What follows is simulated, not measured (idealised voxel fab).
The process module presented herein is designated voxel self aligned vias.
Cross-section cut spans 215 nm and uses square cells 5 nm in size.
A cross-section is a grid of square cells, given in bands from the top down. A band is one or more rows of cells.
Heights first: top, then bottom, in nm. Then materials, left to right, each with a width in nm. "throughout" on a single material: fills the band edge to edge. "empty": empty space.
Height datum 0, below which the as-received substrate wafer is one material. Lowest band open at the bottom, running downward: "0 nm and below".
Per-row width for "30->40": begins at first number (top row of band), ends at second number (bottom row), increment between rows held constant.
No cell of the cross-section changed in a step that is given as "no change occurred".
Look at "Closed void table" for the closed voids: empty spaces with no open path to the top, sized 8 cells or up. Each is width x height at distance, distance from the left edge, all nm.
Whatever follows a step's settings on its line is a remark the simulator itself makes about that step.
The "overlay nm" setting may appear on a step's line; for a step that uses a mask, it gives how far to the right of its planned position the mask lay, and a negative value indicates the left.

-- The planned process steps are enumerated hereunder
1) op RECEIVE | material Si
2) op CONFORMAL_DEP | material SiO2 | thk nm 10
3) op CONFORMAL_DEP | material SiCN | thk nm 5
4) op DIRECTIONAL_DEP | material SiO2 | thk nm 20
5) op MASKED_ETCH | tone open | mask id LINES | width nm 20 | pitch nm 45 | etch materials SiO2 | depth nm 20 | overlay nm 0
6) op CONFORMAL_DEP | material TiN | thk nm 5
7) op FILL_DEP | material Ru | thk nm 10
8) op CMP | height nm 35
9) op SELECTIVE_ETCH | etch materials W Ru TiN | depth nm 5
10) op FILL_DEP | material SiN | thk nm 5
11) op CMP | height nm 25
12) op DIRECTIONAL_DEP | material SiO2 | thk nm 15
13) op DIRECTIONAL_DEP | material aC | thk nm 15
14) op PATTERN | tone open | mask id VIAS | material resist | width nm 30 | thk nm 35 | overlay nm 0
15) op DIRECTIONAL_ETCH | etch materials aC | depth nm 15
16) op STRIP | etch materials resist
17) op DIRECTIONAL_ETCH | etch materials SiO2 | depth nm 15
18) op DIRECTIONAL_ETCH | etch materials SiN | depth nm 5
19) op STRIP | etch materials aC
20) op CONFORMAL_DEP | material TiN | thk nm 5
21) op FILL_DEP | material W | thk nm 10
22) op CMP | height nm 50
23) op CONFORMAL_DEP | material SiN | thk nm 5
What sets these wafers apart? The height nm at step 11. They all start alike, and the plan carries the first wafer's value.

-- Cross-section of the first of several wafers on receipt, reflecting completion of step 1
	0 nm and below: Si throughout
	Closed void table: none

-- Module end state after final step 23: cross-section of the first of several wafers
	55 nm to 50 nm: SiN throughout
	50 nm to 45 nm: W throughout
	45 nm to 40 nm: 75 nm TiN  20 nm W  120 nm TiN
	40 nm to 30 nm: 70 nm SiO2  5 nm TiN  20 nm W  5 nm TiN  115 nm SiO2
	30 nm to 25 nm: 70 nm SiO2  30 nm TiN  115 nm SiO2
	25 nm to 20 nm: 75 nm SiO2  5 nm TiN  10 nm Ru  5 nm TiN  25 nm SiO2  5 nm TiN  10 nm Ru  5 nm TiN  75 nm SiO2
	20 nm to 15 nm: 75 nm SiO2  20 nm TiN  25 nm SiO2  20 nm TiN  75 nm SiO2
	15 nm to 10 nm: SiCN throughout
	10 nm to 0 nm: SiO2 throughout
	0 nm and below: Si throughout
	Closed void table: none

-- X-section, last wafer, module end
	55 nm to 50 nm: SiN throughout
	50 nm to 40 nm: 70 nm SiO2  5 nm TiN  20 nm W  5 nm TiN  115 nm SiO2
	40 nm to 35 nm: 70 nm SiN  30 nm TiN  115 nm SiN
	35 nm to 30 nm: 75 nm SiO2  20 nm SiN  25 nm SiO2  20 nm SiN  75 nm SiO2
	30 nm to 20 nm: 75 nm SiO2  5 nm TiN  10 nm Ru  5 nm TiN  25 nm SiO2  5 nm TiN  10 nm Ru  5 nm TiN  75 nm SiO2
	20 nm to 15 nm: 75 nm SiO2  20 nm TiN  25 nm SiO2  20 nm TiN  75 nm SiO2
	15 nm to 10 nm: SiCN throughout
	10 nm to 0 nm: SiO2 throughout
	0 nm and below: Si throughout
	Closed void table: none

-- The table below has one row for each wafer; a row shows, as of the end of the module, how many cells of each material the wafer has gained, marked (+), or lost, marked (-), since it was received, and then the wafer's closed voids
height nm 25 | +4 Ru | +43 SiCN | +43 SiN | +267 SiO2 | +61 TiN | +55 W | Closed void table: none
height nm 30 | +8 Ru | +43 SiCN | +43 SiN | +302 SiO2 | +65 TiN | +12 W | Closed void table: none
height nm 35 | +8 Ru | +43 SiCN | +47 SiN | +337 SiO2 | +28 TiN | +10 W | Closed void table: none
height nm 40 | +8 Ru | +43 SiCN | +88 SiN | +300 SiO2 | +26 TiN | +8 W | Closed void table: none
